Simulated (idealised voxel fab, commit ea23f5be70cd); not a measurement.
Process module, titled voxel transistor to metal
Xsec cut, 195 nm wide, square cell size 5 nm.
Think of the cross-section as a grid of square cells. We describe it in bands, top to bottom, and each band covers one or more rows of those cells. Within each band entry, the heights of the top and of the bottom of the band appear first, in that order and in nm; the materials of the band then follow from left to right, each with its corresponding width in nm. The designation "throughout" on a single material indicates that it fills the band from edge to edge; the designation "empty" indicates empty space. Convention: height 0 is the level below which the wafer, as received, is all one material. The lowest band does not terminate at the bottom but continues downward, represented as "from 0 down". Width: "30..40" (first number = top row, second number = bottom row, same change from row to row of cells). For the purposes of this document, the phrase "no modifications" attached to a step denotes that no cell within the cross-section was modified by that step. Closed empty spaces (no open way to the top) of 8 cells or more are what "Enclosed empty spaces" lists, each as width x height at distance from the left edge, nm for all three. Note: text after step settings on the step line = simulator remark on that step. Steps that use a mask can have "overlay nm" on their line. It says how far the mask sat to the right of where it was meant to be. Negative means to the left.

**These are the steps we planned for the process**
- 1: op RECEIVE | material Si
- 2: op OXIDIZE | depth nm 5
- 3: op CONFORMAL_DEP | material SiN | thk nm 15
- 4: op MASKED_ETCH | tone cover | mask id ACTIVE | width nm 105 | etch materials SiN | depth nm 15 | overlay nm 0
- 5: op MASKED_ETCH | tone cover | mask id ACTIVE | width nm 105 | etch materials SiO2 | depth nm 5 | overlay nm 0
- 6: op MASKED_ETCH | tone cover | mask id ACTIVE | width nm 105 | etch materials Si | depth nm 20 | overlay nm 0
- 7: op FILL_DEP | material SiO2 | thk nm 5
- 8: op CMP | height nm 15
- 9: op SELECTIVE_ETCH | etch materials SiO2 | depth nm 5
- 10: op STRIP | etch materials SiN
- 11: op SELECTIVE_ETCH | etch materials SiO2 | depth nm 5
- 12: op OXIDIZE | depth nm 5
- 13: op DIRECTIONAL_DEP | material polySi | thk nm 25
- 14: op DIRECTIONAL_DEP | material SiCN | thk nm 10
- 15: op DIRECTIONAL_DEP | material aC | thk nm 15
- 16: op PATTERN | tone cover | mask id GATE | material resist | width nm 35 | thk nm 30 | overlay nm 0
- 17: op DIRECTIONAL_ETCH | etch materials aC | depth nm 15
- 18: op STRIP | etch materials resist
- 19: op DIRECTIONAL_ETCH | etch materials SiCN | depth nm 20
- 20: op DIRECTIONAL_ETCH | etch materials polySi | depth nm 35
- 21: op STRIP | etch materials aC
- 22: op CONFORMAL_DEP | material SiN | thk nm 5
- 23: op DIRECTIONAL_ETCH | etch materials SiN | depth nm 5
- 24: op DIRECTIONAL_ETCH | etch materials SiO2 | depth nm 5
- 25: op DIRECTIONAL_ETCH | etch materials Si | depth nm 5
- 26: op EPI | material pSi | thk nm 5
- 27: op FILL_DEP | material SiO2 | thk nm 5
- 28: op CMP | height nm 20
- 29: op STRIP | etch materials polySi
- 30: op SELECTIVE_ETCH | etch materials SiO2 | depth nm 5
- 31: op CONFORMAL_DEP | material HfO2 | thk nm 5
- 32: op CONFORMAL_DEP | material TiN | thk nm 5
- 33: op FILL_DEP | material W | thk nm 5
- 34: op CMP | height nm 15
- 35: op DIRECTIONAL_DEP | material SiO2 | thk nm 10
- 36: op PATTERN | tone open | mask id CONTACT | material resist | width nm 15 | pitch nm 80 | thk nm 20 | overlay nm 0
- 37: op DIRECTIONAL_ETCH | etch materials SiO2 | depth nm 35
- 38: op STRIP | etch materials resist
- 39: op CONFORMAL_DEP | material TiN | thk nm 5
- 40: op FILL_DEP | material Ru | thk nm 10
- 41: op CMP | height nm 25
- 42: op DIRECTIONAL_DEP | material TiN | thk nm 5
- 43: op DIRECTIONAL_DEP | material Ru | thk nm 25
- 44: op MASKED_ETCH | tone cover | mask id METAL_1 | width nm 15 | pitch nm 80 | etch materials Ru | depth nm 25 | overlay nm 0
- 45: op MASKED_ETCH | tone cover | mask id METAL_1 | width nm 15 | pitch nm 80 | etch materials TiN | depth nm 5 | overlay nm 0
- 46: op FILL_DEP | material SiO2 | thk nm 5
- 47: op CMP | height nm 55
- 48: op CONFORMAL_DEP | material SiN | thk nm 5
All wafers enter the flow in the same state. The width nm at step 45 differs from wafer to wafer, and the plan gives the value for the first wafer.

**Incoming state of the first of several wafers in cross-section: after step 1**
	from 0 down | Si throughout
	Enclosed empty spaces: none

**Gained (+) or lost (-) cells of each material since receipt, then closed voids: one row per wafer, at the end of the module**
width nm 15; +17 HfO2; +42 Ru; -144 Si; +51 SiN; +432 SiO2; +47 TiN; +9 W; +14 pSi; Enclosed empty spaces: none
width nm 20; +17 HfO2; +42 Ru; -144 Si; +51 SiN; +430 SiO2; +49 TiN; +9 W; +14 pSi; Enclosed empty spaces: none
width nm 25; +17 HfO2; +42 Ru; -144 Si; +51 SiN; +428 SiO2; +51 TiN; +9 W; +14 pSi; Enclosed empty spaces: none
width nm 30; +17 HfO2; +42 Ru; -144 Si; +51 SiN; +426 SiO2; +53 TiN; +9 W; +14 pSi; Enclosed empty spaces: none
